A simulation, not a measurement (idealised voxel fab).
Process module in this document: voxel ribs on slabs
Section shown: cut. Width: 225 nm. Cell size: 5 nm, square.
Just so we're on the same page, the cross-sections are grids of square cells, and they're listed out in bands top to bottom, each band one or more rows deep. Band entry format. Leading values: height of top, height of bottom, nm. Remainder: materials in left-to-right order, each with its width in nm. Special words: "throughout" on a single material, which then fills the band edge to edge; "blank", empty space. Below 0: as-received wafer, all one material; heights counted from there. Lowest band: no bottom, goes on down, written "top 0, no bottom". With a width like "30 to 40", each row of cells in the band differs from the next by the same amount, the top row carrying the first number and the bottom row the second. Basically "stayed the same" means that step didn't change any cell in the cross-section. "Voids, enclosed" enumerates empty spaces isolated from the top, with no open way to it, that contain at least 8 cells, giving each as width x height at distance from the left edge, all three in nm. Text after the settings on a step's line: the simulator's own remark on that step. Regarding "overlay nm": on a step with a mask, it is the distance the mask lay to the right of its planned place; a negative value places it to the left.

# Process steps - plan
step 1: RECEIVE: material Si
step 2: DIRECTIONAL_DEP: material SiO2, thk nm 20
step 3: DIRECTIONAL_DEP: material SiN, thk nm 25
step 4: PATTERN: tone cover, mask id RIB, material resist, width nm 15, thk nm 15, overlay nm 0
step 5: DIRECTIONAL_ETCH: etch materials SiN, depth nm 15
step 6: STRIP: etch materials resist
step 7: MASKED_ETCH: tone cover, mask id SLAB, width nm 65, etch materials SiN, depth nm 10, overlay nm 0
step 8: FILL_DEP: material SiO2, thk nm 25
step 9: CMP: height nm 65
step 10: DIRECTIONAL_DEP: material TiN, thk nm 10
step 11: MASKED_ETCH: tone cover, mask id HEATER, width nm 25, etch materials TiN, depth nm 10, overlay nm 0
step 12: CONFORMAL_DEP: material SiN, thk nm 10

# This is the cross-section of the wafer as we received it, i.e. after step 1
- top 0, no bottom = Si throughout
- Voids, enclosed: none

# First wafer of two, sectioned at end of module; run went per plan
- top 85, bottom 75 = 90 blank, 45 SiN, 90 blank
- top 75, bottom 65 = 100 SiN, 25 TiN, 100 SiN
- top 65, bottom 45 = SiO2 throughout
- top 45, bottom 30 = 105 SiO2, 15 SiN, 105 SiO2
- top 30, bottom 20 = 80 SiO2, 65 SiN, 80 SiO2
- top 20, bottom 0 = SiO2 throughout
- top 0, no bottom = Si throughout
- Voids, enclosed: none

# Here's the second of our two wafers sectioned at module end. Same start as the first, same plan, but one mistake got made running it
- top 85, bottom 65 = SiN throughout
- top 65, bottom 45 = SiO2 throughout
- top 45, bottom 30 = 105 SiO2, 15 SiN, 105 SiO2
- top 30, bottom 20 = 80 SiO2, 65 SiN, 80 SiO2
- top 20, bottom 0 = SiO2 throughout
- top 0, no bottom = Si throughout
- Voids, enclosed: none
Deviation from plan: step 10 did not happen as planned, as run it was DIRECTIONAL_DEP: material SiN, thk nm 10
The closing comparison, in cells, has the second wafer with more or fewer of some materials than the first: SiN: 82 more, TiN: 10 fewer
